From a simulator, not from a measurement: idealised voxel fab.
voxel spacer lines: a process module
Section shown: cut. Width: 175 nm. Cell size: 5 nm, square.
Think of the cross-section as a grid of square cells. We describe it in bands, top to bottom, and each band covers one or more rows of those cells. Each band's line starts with the height of the band's top and of its bottom, in nm. Then come its materials from left to right, each with its width in nm. One material with "throughout" fills the band from edge to edge. "empty" is empty space. Height is counted from the level 0, under which the received wafer is composed throughout of one material. The lowest of the bands is not closed at the bottom but continues downward, in the notation "top 0, no bottom". Read "30 to 40" as a graded width: first number on top, second number at the bottom, same change between each pair of neighbouring rows. "nothing different", as given for a step, is the statement that not any cell of the cross-section underwent a change during that step. "Enclosed void entries" lists enclosed empty spaces (at least 8 cells, no open path upward to the top), each as width x height at distance from the left edge, in nm. It should be noted that, on the line of a given step, the content following the step's settings is a remark produced by the simulator itself with respect to that step. You can add "overlay nm" to a step's line. For a step with a mask, it describes how far the mask lay to the right of its planned position, and a negative number describes a lay to the left. From here on the document is pairs. In a pair, the cross-section before one process step comes with the cross-section after it, and the latter goes no deeper than the lowest band that changed. What lies in between, the step and its settings, is written under the pair. A pair may be from a different run of this module on the same starting wafer than the pair above it, so it continues from that pair only where its entry headed "Ahead of processing" says so.

AHEAD OF PROCESSING
* top 0, no bottom = Si throughout
* Enclosed void entries: none

CROSS-SECTION THEREAFTER
* top 10, bottom 0 = Al2O3 throughout
* Anything lower than 0 is untouched.
* Enclosed void entries: none
It is this step that lies between the two cross-sections above: CONFORMAL_DEP,material Al2O3,thk nm 10

Ahead of processing: The pre-step condition corresponds to the post-step cross-section depicted in the pair directly above.

CROSS-SECTION THEREAFTER
* top 30, bottom 10 = polySi throughout
* Anything lower than 10 is untouched.
* Enclosed void entries: none
It is this step that lies between the two cross-sections above: DIRECTIONAL_DEP,material polySi,thk nm 20

Ahead of processing: The pre-step condition corresponds to the post-step cross-section depicted in the pair directly above.

CROSS-SECTION THEREAFTER
* top 60, bottom 30 = aC throughout
* Anything lower than 30 is untouched.
* Enclosed void entries: none
It is this step that lies between the two cross-sections above: DIRECTIONAL_DEP,material aC,thk nm 30

Ahead of processing: The pre-step condition corresponds to the post-step cross-section depicted in the pair directly above.

CROSS-SECTION THEREAFTER
* top 100, bottom 60 = empty (45); resist (20); empty (40); resist (20); empty (50)
* Anything lower than 60 is untouched.
* Enclosed void entries: none
It is this step that lies between the two cross-sections above: PATTERN,tone cover,mask id MANDREL,material resist,width nm 20,pitch nm 60,thk nm 40,overlay nm 0

Ahead of processing: The pre-step condition corresponds to the post-step cross-section depicted in the pair directly above.

CROSS-SECTION THEREAFTER
* top 70, bottom 60 = empty (45); resist (20); empty (40); resist (20); empty (50)
* top 60, bottom 30 = empty (45); aC (20); empty (40); aC (20); empty (50)
* Anything lower than 30 is untouched.
* Enclosed void entries: none
It is this step that lies between the two cross-sections above: DIRECTIONAL_ETCH,etch materials aC,depth nm 30

Ahead of processing: The pre-step condition corresponds to the post-step cross-section depicted in the pair directly above.

CROSS-SECTION THEREAFTER
* top 60, bottom 30 = empty (45); aC (20); empty (40); aC (20); empty (50)
* Anything lower than 30 is untouched.
* Enclosed void entries: none
It is this step that lies between the two cross-sections above: STRIP,etch materials resist

Ahead of processing: The pre-step condition corresponds to the post-step cross-section depicted in the pair directly above.

CROSS-SECTION THEREAFTER
* top 70, bottom 60 = empty (35); SiN (40); empty (20); SiN (40); empty (40)
* top 60, bottom 40 = empty (35); SiN (10); aC (20); SiN (10); empty (20); SiN (10); aC (20); SiN (10); empty (40)
* top 40, bottom 30 = SiN (45); aC (20); SiN (40); aC (20); SiN (50)
* Anything lower than 30 is untouched.
* Enclosed void entries: none
It is this step that lies between the two cross-sections above: CONFORMAL_DEP,material SiN,thk nm 10

Ahead of processing: The pre-step condition corresponds to the post-step cross-section depicted in the pair directly above.

CROSS-SECTION THEREAFTER
* top 60, bottom 30 = empty (35); SiN (10); aC (20); SiN (10); empty (20); SiN (10); aC (20); SiN (10); empty (40)
* Anything lower than 30 is untouched.
* Enclosed void entries: none
It is this step that lies between the two cross-sections above: DIRECTIONAL_ETCH,etch materials SiN,depth nm 10

Ahead of processing: The pre-step condition corresponds to the post-step cross-section depicted in the pair directly above.

CROSS-SECTION THEREAFTER
* top 60, bottom 30 = empty (35); SiN (10); empty (20); SiN (10); empty (20); SiN (10); empty (20); SiN (10); empty (40)
* Anything lower than 30 is untouched.
* Enclosed void entries: none
It is this step that lies between the two cross-sections above: STRIP,etch materials aC

Ahead of processing: The pre-step condition corresponds to the post-step cross-section depicted in the pair directly above.

CROSS-SECTION THEREAFTER
* top 60, bottom 30 = empty (35); SiN (10); empty (20); SiN (10); empty (20); SiN (10); empty (20); SiN (10); empty (40)
* top 30, bottom 10 = empty (35); polySi (10); empty (20); polySi (10); empty (20); polySi (10); empty (20); polySi (10); empty (40)
* Anything lower than 10 is untouched.
* Enclosed void entries: none
It is this step that lies between the two cross-sections above: DIRECTIONAL_ETCH,etch materials polySi,depth nm 20

Ahead of processing: The pre-step condition corresponds to the post-step cross-section depicted in the pair directly above.

CROSS-SECTION THEREAFTER
* top 30, bottom 10 = empty (35); polySi (10); empty (20); polySi (10); empty (20); polySi (10); empty (20); polySi (10); empty (40)
* Anything lower than 10 is untouched.
* Enclosed void entries: none
It is this step that lies between the two cross-sections above: STRIP,etch materials SiN

Ahead of processing: The pre-step condition corresponds to the post-step cross-section depicted in the pair directly above.

CROSS-SECTION THEREAFTER
* top 35, bottom 30 = SiO2 throughout
* top 30, bottom 10 = SiO2 (35); polySi (10); SiO2 (20); polySi (10); SiO2 (20); polySi (10); SiO2 (20); polySi (10); SiO2 (40)
* Anything lower than 10 is untouched.
* Enclosed void entries: none
It is this step that lies between the two cross-sections above: FILL_DEP,material SiO2,thk nm 5

Ahead of processing: The pre-step condition corresponds to the post-step cross-section depicted in the pair directly above.

CROSS-SECTION THEREAFTER
* top 30, bottom 10 = SiO2 (35); polySi (10); SiO2 (20); polySi (10); SiO2 (20); polySi (10); SiO2 (20); polySi (10); SiO2 (40)
* Anything lower than 10 is untouched.
* Enclosed void entries: none
It is this step that lies between the two cross-sections above: CMP,height nm 30

AHEAD OF PROCESSING
* top 60, bottom 30 = empty (35); SiN (10); empty (20); SiN (10); empty (20); SiN (10); empty (20); SiN (10); empty (40)
* top 30, bottom 10 = empty (35); polySi (10); empty (20); polySi (10); empty (20); polySi (10); empty (20); polySi (10); empty (40)
* top 10, bottom 0 = Al2O3 throughout
* top 0, no bottom = Si throughout
* Enclosed void entries: none

CROSS-SECTION THEREAFTER
* top 65, bottom 60 = SiO2 throughout
* top 60, bottom 30 = SiO2 (35); SiN (10); SiO2 (20); SiN (10); SiO2 (20); SiN (10); SiO2 (20); SiN (10); SiO2 (40)
* top 30, bottom 10 = SiO2 (35); polySi (10); SiO2 (20); polySi (10); SiO2 (20); polySi (10); SiO2 (20); polySi (10); SiO2 (40)
* Anything lower than 10 is untouched.
* Enclosed void entries: none
It is this step that lies between the two cross-sections above: FILL_DEP,material SiO2,thk nm 5

Ahead of processing: The pre-step condition corresponds to the post-step cross-section depicted in the pair directly above.

CROSS-SECTION THEREAFTER
* top 30, bottom 10 = SiO2 (35); polySi (10); SiO2 (20); polySi (10); SiO2 (20); polySi (10); SiO2 (20); polySi (10); SiO2 (40)
* Anything lower than 10 is untouched.
* Enclosed void entries: none
It is this step that lies between the two cross-sections above: CMP,height nm 30

AHEAD OF PROCESSING
* top 0, no bottom = Si throughout
* Enclosed void entries: none

CROSS-SECTION THEREAFTER
* top 20, bottom 0 = polySi throughout
* Anything lower than 0 is untouched.
* Enclosed void entries: none
It is this step that lies between the two cross-sections above: DIRECTIONAL_DEP,material polySi,thk nm 20

Ahead of processing: The pre-step condition corresponds to the post-step cross-section depicted in the pair directly above.

CROSS-SECTION THEREAFTER
* top 30, bottom 20 = Al2O3 throughout
* Anything lower than 20 is untouched.
* Enclosed void entries: none
It is this step that lies between the two cross-sections above: CONFORMAL_DEP,material Al2O3,thk nm 10

Ahead of processing: The pre-step condition corresponds to the post-step cross-section depicted in the pair directly above.

CROSS-SECTION THEREAFTER
* top 60, bottom 30 = aC throughout
* Anything lower than 30 is untouched.
* Enclosed void entries: none
It is this step that lies between the two cross-sections above: DIRECTIONAL_DEP,material aC,thk nm 30

Ahead of processing: The pre-step condition corresponds to the post-step cross-section depicted in the pair directly above.

CROSS-SECTION THEREAFTER
* top 100, bottom 60 = empty (45); resist (20); empty (40); resist (20); empty (50)
* Anything lower than 60 is untouched.
* Enclosed void entries: none
It is this step that lies between the two cross-sections above: PATTERN,tone cover,mask id MANDREL,material resist,width nm 20,pitch nm 60,thk nm 40,overlay nm 0

Ahead of processing: The pre-step condition corresponds to the post-step cross-section depicted in the pair directly above.

CROSS-SECTION THEREAFTER
* top 70, bottom 60 = empty (45); resist (20); empty (40); resist (20); empty (50)
* top 60, bottom 30 = empty (45); aC (20); empty (40); aC (20); empty (50)
* Anything lower than 30 is untouched.
* Enclosed void entries: none
It is this step that lies between the two cross-sections above: DIRECTIONAL_ETCH,etch materials aC,depth nm 30

Ahead of processing: The pre-step condition corresponds to the post-step cross-section depicted in the pair directly above.

CROSS-SECTION THEREAFTER
* top 60, bottom 30 = empty (45); aC (20); empty (40); aC (20); empty (50)
* Anything lower than 30 is untouched.
* Enclosed void entries: none
It is this step that lies between the two cross-sections above: STRIP,etch materials resist

Ahead of processing: The pre-step condition corresponds to the post-step cross-section depicted in the pair directly above.

CROSS-SECTION THEREAFTER
* top 70, bottom 60 = empty (35); SiN (40); empty (20); SiN (40); empty (40)
* top 60, bottom 40 = empty (35); SiN (10); aC (20); SiN (10); empty (20); SiN (10); aC (20); SiN (10); empty (40)
* top 40, bottom 30 = SiN (45); aC (20); SiN (40); aC (20); SiN (50)
* Anything lower than 30 is untouched.
* Enclosed void entries: none
It is this step that lies between the two cross-sections above: CONFORMAL_DEP,material SiN,thk nm 10

Ahead of processing: The pre-step condition corresponds to the post-step cross-section depicted in the pair directly above.

CROSS-SECTION THEREAFTER
* top 60, bottom 30 = empty (35); SiN (10); aC (20); SiN (10); empty (20); SiN (10); aC (20); SiN (10); empty (40)
* Anything lower than 30 is untouched.
* Enclosed void entries: none
It is this step that lies between the two cross-sections above: DIRECTIONAL_ETCH,etch materials SiN,depth nm 10

Ahead of processing: The pre-step condition corresponds to the post-step cross-section depicted in the pair directly above.

CROSS-SECTION THEREAFTER
* top 60, bottom 30 = empty (35); SiN (10); empty (20); SiN (10); empty (20); SiN (10); empty (20); SiN (10); empty (40)
* Anything lower than 30 is untouched.
* Enclosed void entries: none
It is this step that lies between the two cross-sections above: STRIP,etch materials aC

Ahead of processing: The pre-step condition corresponds to the post-step cross-section depicted in the pair directly above.

CROSS-SECTION THEREAFTER
* top 30, bottom 20 = Al2O3 throughout
* Anything lower than 20 is untouched.
* Enclosed void entries: none
It is this step that lies between the two cross-sections above: STRIP,etch materials SiN

Ahead of processing: The pre-step condition corresponds to the post-step cross-section depicted in the pair directly above.

CROSS-SECTION THEREAFTER
* top 35, bottom 30 = SiO2 throughout
* Anything lower than 30 is untouched.
* Enclosed void entries: none
It is this step that lies between the two cross-sections above: FILL_DEP,material SiO2,thk nm 5

Ahead of processing: The pre-step condition corresponds to the post-step cross-section depicted in the pair directly above.

CROSS-SECTION THEREAFTER
* top 30, bottom 20 = Al2O3 throughout
* Anything lower than 20 is untouched.
* Enclosed void entries: none
It is this step that lies between the two cross-sections above: CMP,height nm 30

AHEAD OF PROCESSING
* top 35, bottom 30 = SiO2 throughout
* top 30, bottom 10 = SiO2 (35); polySi (10); SiO2 (20); polySi (10); SiO2 (20); polySi (10); SiO2 (20); polySi (10); SiO2 (40)
* top 10, bottom 0 = Al2O3 throughout
* top 0, no bottom = Si throughout
* Enclosed void entries: none

CROSS-SECTION THEREAFTER
* top 25, bottom 10 = SiO2 (35); polySi (10); SiO2 (20); polySi (10); SiO2 (20); polySi (10); SiO2 (20); polySi (10); SiO2 (40)
* Anything lower than 10 is untouched.
* Enclosed void entries: none
It is this step that lies between the two cross-sections above: CMP,height nm 25

AHEAD OF PROCESSING
* top 60, bottom 30 = aC throughout
* top 30, bottom 10 = polySi throughout
* top 10, bottom 0 = Al2O3 throughout
* top 0, no bottom = Si throughout
* Enclosed void entries: none

CROSS-SECTION THEREAFTER
* top 100, bottom 60 = empty (50); resist (15); empty (45); resist (15); empty (50)
* Anything lower than 60 is untouched.
* Enclosed void entries: none
It is this step that lies between the two cross-sections above: PATTERN,tone cover,mask id MANDREL,material resist,width nm 15,pitch nm 60,thk nm 40,overlay nm 0

Ahead of processing: The pre-step condition corresponds to the post-step cross-section depicted in the pair directly above.

CROSS-SECTION THEREAFTER
* top 70, bottom 60 = empty (50); resist (15); empty (45); resist (15); empty (50)
* top 60, bottom 30 = empty (50); aC (15); empty (45); aC (15); empty (50)
* Anything lower than 30 is untouched.
* Enclosed void entries: none
It is this step that lies between the two cross-sections above: DIRECTIONAL_ETCH,etch materials aC,depth nm 30

Ahead of processing: The pre-step condition corresponds to the post-step cross-section depicted in the pair directly above.

CROSS-SECTION THEREAFTER
* top 60, bottom 30 = empty (50); aC (15); empty (45); aC (15); empty (50)
* Anything lower than 30 is untouched.
* Enclosed void entries: none
It is this step that lies between the two cross-sections above: STRIP,etch materials resist

Ahead of processing: The pre-step condition corresponds to the post-step cross-section depicted in the pair directly above.

CROSS-SECTION THEREAFTER
* top 70, bottom 60 = empty (40); SiN (35); empty (25); SiN (35); empty (40)
* top 60, bottom 40 = empty (40); SiN (10); aC (15); SiN (10); empty (25); SiN (10); aC (15); SiN (10); empty (40)
* top 40, bottom 30 = SiN (50); aC (15); SiN (45); aC (15); SiN (50)
* Anything lower than 30 is untouched.
* Enclosed void entries: none
It is this step that lies between the two cross-sections above: CONFORMAL_DEP,material SiN,thk nm 10

Ahead of processing: The pre-step condition corresponds to the post-step cross-section depicted in the pair directly above.

CROSS-SECTION THEREAFTER
* top 60, bottom 30 = empty (40); SiN (10); aC (15); SiN (10); empty (25); SiN (10); aC (15); SiN (10); empty (40)
* Anything lower than 30 is untouched.
* Enclosed void entries: none
It is this step that lies between the two cross-sections above: DIRECTIONAL_ETCH,etch materials SiN,depth nm 10

Ahead of processing: The pre-step condition corresponds to the post-step cross-section depicted in the pair directly above.

CROSS-SECTION THEREAFTER
* top 60, bottom 30 = empty (40); SiN (10); empty (15); SiN (10); empty (25); SiN (10); empty (15); SiN (10); empty (40)
* Anything lower than 30 is untouched.
* Enclosed void entries: none
It is this step that lies between the two cross-sections above: STRIP,etch materials aC

Ahead of processing: The pre-step condition corresponds to the post-step cross-section depicted in the pair directly above.

CROSS-SECTION THEREAFTER
* top 60, bottom 30 = empty (40); SiN (10); empty (15); SiN (10); empty (25); SiN (10); empty (15); SiN (10); empty (40)
* top 30, bottom 10 = empty (40); polySi (10); empty (15); polySi (10); empty (25); polySi (10); empty (15); polySi (10); empty (40)
* Anything lower than 10 is untouched.
* Enclosed void entries: none
It is this step that lies between the two cross-sections above: DIRECTIONAL_ETCH,etch materials polySi,depth nm 20

Ahead of processing: The pre-step condition corresponds to the post-step cross-section depicted in the pair directly above.

CROSS-SECTION THEREAFTER
* top 30, bottom 10 = empty (40); polySi (10); empty (15); polySi (10); empty (25); polySi (10); empty (15); polySi (10); empty (40)
* Anything lower than 10 is untouched.
* Enclosed void entries: none
It is this step that lies between the two cross-sections above: STRIP,etch materials SiN

Ahead of processing: The pre-step condition corresponds to the post-step cross-section depicted in the pair directly above.

CROSS-SECTION THEREAFTER
* top 35, bottom 30 = SiO2 throughout
* top 30, bottom 10 = SiO2 (40); polySi (10); SiO2 (15); polySi (10); SiO2 (25); polySi (10); SiO2 (15); polySi (10); SiO2 (40)
* Anything lower than 10 is untouched.
* Enclosed void entries: none
It is this step that lies between the two cross-sections above: FILL_DEP,material SiO2,thk nm 5

Ahead of processing: The pre-step condition corresponds to the post-step cross-section depicted in the pair directly above.

CROSS-SECTION THEREAFTER
* top 30, bottom 10 = SiO2 (40); polySi (10); SiO2 (15); polySi (10); SiO2 (25); polySi (10); SiO2 (15); polySi (10); SiO2 (40)
* Anything lower than 10 is untouched.
* Enclosed void entries: none
It is this step that lies between the two cross-sections above: CMP,height nm 30

AHEAD OF PROCESSING
* top 60, bottom 30 = aC throughout
* top 30, bottom 10 = polySi throughout
* top 10, bottom 0 = Al2O3 throughout
* top 0, no bottom = Si throughout
* Enclosed void entries: none

CROSS-SECTION THEREAFTER
* top 100, bottom 60 = empty (55); resist (20); empty (40); resist (20); empty (40)
* Anything lower than 60 is untouched.
* Enclosed void entries: none
It is this step that lies between the two cross-sections above: PATTERN,tone cover,mask id MANDREL,material resist,width nm 20,pitch nm 60,thk nm 40,overlay nm 10

Ahead of processing: The pre-step condition corresponds to the post-step cross-section depicted in the pair directly above.

CROSS-SECTION THEREAFTER
* top 70, bottom 60 = empty (55); resist (20); empty (40); resist (20); empty (40)
* top 60, bottom 30 = empty (55); aC (20); empty (40); aC (20); empty (40)
* Anything lower than 30 is untouched.
* Enclosed void entries: none
It is this step that lies between the two cross-sections above: DIRECTIONAL_ETCH,etch materials aC,depth nm 30

Ahead of processing: The pre-step condition corresponds to the post-step cross-section depicted in the pair directly above.

CROSS-SECTION THEREAFTER
* top 60, bottom 30 = empty (55); aC (20); empty (40); aC (20); empty (40)
* Anything lower than 30 is untouched.
* Enclosed void entries: none
It is this step that lies between the two cross-sections above: STRIP,etch materials resist

Ahead of processing: The pre-step condition corresponds to the post-step cross-section depicted in the pair directly above.

CROSS-SECTION THEREAFTER
* top 70, bottom 60 = empty (45); SiN (40); empty (20); SiN (40); empty (30)
* top 60, bottom 40 = empty (45); SiN (10); aC (20); SiN (10); empty (20); SiN (10); aC (20); SiN (10); empty (30)
* top 40, bottom 30 = SiN (55); aC (20); SiN (40); aC (20); SiN (40)
* Anything lower than 30 is untouched.
* Enclosed void entries: none
It is this step that lies between the two cross-sections above: CONFORMAL_DEP,material SiN,thk nm 10

Ahead of processing: The pre-step condition corresponds to the post-step cross-section depicted in the pair directly above.

CROSS-SECTION THEREAFTER
* top 60, bottom 30 = empty (45); SiN (10); aC (20); SiN (10); empty (20); SiN (10); aC (20); SiN (10); empty (30)
* Anything lower than 30 is untouched.
* Enclosed void entries: none
It is this step that lies between the two cross-sections above: DIRECTIONAL_ETCH,etch materials SiN,depth nm 10

Ahead of processing: The pre-step condition corresponds to the post-step cross-section depicted in the pair directly above.

CROSS-SECTION THEREAFTER
* top 60, bottom 30 = empty (45); SiN (10); empty (20); SiN (10); empty (20); SiN (10); empty (20); SiN (10); empty (30)
* Anything lower than 30 is untouched.
* Enclosed void entries: none
It is this step that lies between the two cross-sections above: STRIP,etch materials aC

Ahead of processing: The pre-step condition corresponds to the post-step cross-section depicted in the pair directly above.

CROSS-SECTION THEREAFTER
* top 60, bottom 30 = empty (45); SiN (10); empty (20); SiN (10); empty (20); SiN (10); empty (20); SiN (10); empty (30)
* top 30, bottom 10 = empty (45); polySi (10); empty (20); polySi (10); empty (20); polySi (10); empty (20); polySi (10); empty (30)
* Anything lower than 10 is untouched.
* Enclosed void entries: none
It is this step that lies between the two cross-sections above: DIRECTIONAL_ETCH,etch materials polySi,depth nm 20

Ahead of processing: The pre-step condition corresponds to the post-step cross-section depicted in the pair directly above.

CROSS-SECTION THEREAFTER
* top 30, bottom 10 = empty (45); polySi (10); empty (20); polySi (10); empty (20); polySi (10); empty (20); polySi (10); empty (30)
* Anything lower than 10 is untouched.
* Enclosed void entries: none
It is this step that lies between the two cross-sections above: STRIP,etch materials SiN

Ahead of processing: The pre-step condition corresponds to the post-step cross-section depicted in the pair directly above.

CROSS-SECTION THEREAFTER
* top 35, bottom 30 = SiO2 throughout
* top 30, bottom 10 = SiO2 (45); polySi (10); SiO2 (20); polySi (10); SiO2 (20); polySi (10); SiO2 (20); polySi (10); SiO2 (30)
* Anything lower than 10 is untouched.
* Enclosed void entries: none
It is this step that lies between the two cross-sections above: FILL_DEP,material SiO2,thk nm 5

Ahead of processing: The pre-step condition corresponds to the post-step cross-section depicted in the pair directly above.

CROSS-SECTION THEREAFTER
* top 30, bottom 10 = SiO2 (45); polySi (10); SiO2 (20); polySi (10); SiO2 (20); polySi (10); SiO2 (20); polySi (10); SiO2 (30)
* Anything lower than 10 is untouched.
* Enclosed void entries: none
It is this step that lies between the two cross-sections above: CMP,height nm 30

AHEAD OF PROCESSING
* top 0, no bottom = Si throughout
* Enclosed void entries: none

CROSS-SECTION THEREAFTER
* top 10, bottom 0 = SiO2 throughout
* Anything lower than 0 is untouched.
* Enclosed void entries: none
It is this step that lies between the two cross-sections above: CONFORMAL_DEP,material SiO2,thk nm 10

Ahead of processing: The pre-step condition corresponds to the post-step cross-section depicted in the pair directly above.

CROSS-SECTION THEREAFTER
* top 30, bottom 10 = polySi throughout
* Anything lower than 10 is untouched.
* Enclosed void entries: none
It is this step that lies between the two cross-sections above: DIRECTIONAL_DEP,material polySi,thk nm 20

Ahead of processing: The pre-step condition corresponds to the post-step cross-section depicted in the pair directly above.

CROSS-SECTION THEREAFTER
* top 60, bottom 30 = aC throughout
* Anything lower than 30 is untouched.
* Enclosed void entries: none
It is this step that lies between the two cross-sections above: DIRECTIONAL_DEP,material aC,thk nm 30

Ahead of processing: The pre-step condition corresponds to the post-step cross-section depicted in the pair directly above.

CROSS-SECTION THEREAFTER
* top 100, bottom 60 = empty (45); resist (20); empty (40); resist (20); empty (50)
* Anything lower than 60 is untouched.
* Enclosed void entries: none
It is this step that lies between the two cross-sections above: PATTERN,tone cover,mask id MANDREL,material resist,width nm 20,pitch nm 60,thk nm 40,overlay nm 0

Ahead of processing: The pre-step condition corresponds to the post-step cross-section depicted in the pair directly above.

CROSS-SECTION THEREAFTER
* top 70, bottom 60 = empty (45); resist (20); empty (40); resist (20); empty (50)
* top 60, bottom 30 = empty (45); aC (20); empty (40); aC (20); empty (50)
* Anything lower than 30 is untouched.
* Enclosed void entries: none
It is this step that lies between the two cross-sections above: DIRECTIONAL_ETCH,etch materials aC,depth nm 30

Ahead of processing: The pre-step condition corresponds to the post-step cross-section depicted in the pair directly above.

CROSS-SECTION THEREAFTER
* top 60, bottom 30 = empty (45); aC (20); empty (40); aC (20); empty (50)
* Anything lower than 30 is untouched.
* Enclosed void entries: none
It is this step that lies between the two cross-sections above: STRIP,etch materials resist

Ahead of processing: The pre-step condition corresponds to the post-step cross-section depicted in the pair directly above.

CROSS-SECTION THEREAFTER
* top 70, bottom 60 = empty (35); SiN (40); empty (20); SiN (40); empty (40)
* top 60, bottom 40 = empty (35); SiN (10); aC (20); SiN (10); empty (20); SiN (10); aC (20); SiN (10); empty (40)
* top 40, bottom 30 = SiN (45); aC (20); SiN (40); aC (20); SiN (50)
* Anything lower than 30 is untouched.
* Enclosed void entries: none
It is this step that lies between the two cross-sections above: CONFORMAL_DEP,material SiN,thk nm 10

Ahead of processing: The pre-step condition corresponds to the post-step cross-section depicted in the pair directly above.

CROSS-SECTION THEREAFTER
* top 60, bottom 30 = empty (35); SiN (10); aC (20); SiN (10); empty (20); SiN (10); aC (20); SiN (10); empty (40)
* Anything lower than 30 is untouched.
* Enclosed void entries: none
It is this step that lies between the two cross-sections above: DIRECTIONAL_ETCH,etch materials SiN,depth nm 10

Ahead of processing: The pre-step condition corresponds to the post-step cross-section depicted in the pair directly above.

CROSS-SECTION THEREAFTER
* top 60, bottom 30 = empty (35); SiN (10); empty (20); SiN (10); empty (20); SiN (10); empty (20); SiN (10); empty (40)
* Anything lower than 30 is untouched.
* Enclosed void entries: none
It is this step that lies between the two cross-sections above: STRIP,etch materials aC

Ahead of processing: The pre-step condition corresponds to the post-step cross-section depicted in the pair directly above.

CROSS-SECTION THEREAFTER
* top 60, bottom 30 = empty (35); SiN (10); empty (20); SiN (10); empty (20); SiN (10); empty (20); SiN (10); empty (40)
* top 30, bottom 10 = empty (35); polySi (10); empty (20); polySi (10); empty (20); polySi (10); empty (20); polySi (10); empty (40)
* Anything lower than 10 is untouched.
* Enclosed void entries: none
It is this step that lies between the two cross-sections above: DIRECTIONAL_ETCH,etch materials polySi,depth nm 20

Ahead of processing: The pre-step condition corresponds to the post-step cross-section depicted in the pair directly above.

CROSS-SECTION THEREAFTER
* top 30, bottom 10 = empty (35); polySi (10); empty (20); polySi (10); empty (20); polySi (10); empty (20); polySi (10); empty (40)
* Anything lower than 10 is untouched.
* Enclosed void entries: none
It is this step that lies between the two cross-sections above: STRIP,etch materials SiN

Ahead of processing: The pre-step condition corresponds to the post-step cross-section depicted in the pair directly above.

CROSS-SECTION THEREAFTER
* top 35, bottom 30 = SiO2 throughout
* top 30, bottom 10 = SiO2 (35); polySi (10); SiO2 (20); polySi (10); SiO2 (20); polySi (10); SiO2 (20); polySi (10); SiO2 (40)
* Anything lower than 10 is untouched.
* Enclosed void entries: none
It is this step that lies between the two cross-sections above: FILL_DEP,material SiO2,thk nm 5

Ahead of processing: The pre-step condition corresponds to the post-step cross-section depicted in the pair directly above.

CROSS-SECTION THEREAFTER
* top 30, bottom 10 = SiO2 (35); polySi (10); SiO2 (20); polySi (10); SiO2 (20); polySi (10); SiO2 (20); polySi (10); SiO2 (40)
* Anything lower than 10 is untouched.
* Enclosed void entries: none
It is this step that lies between the two cross-sections above: CMP,height nm 30
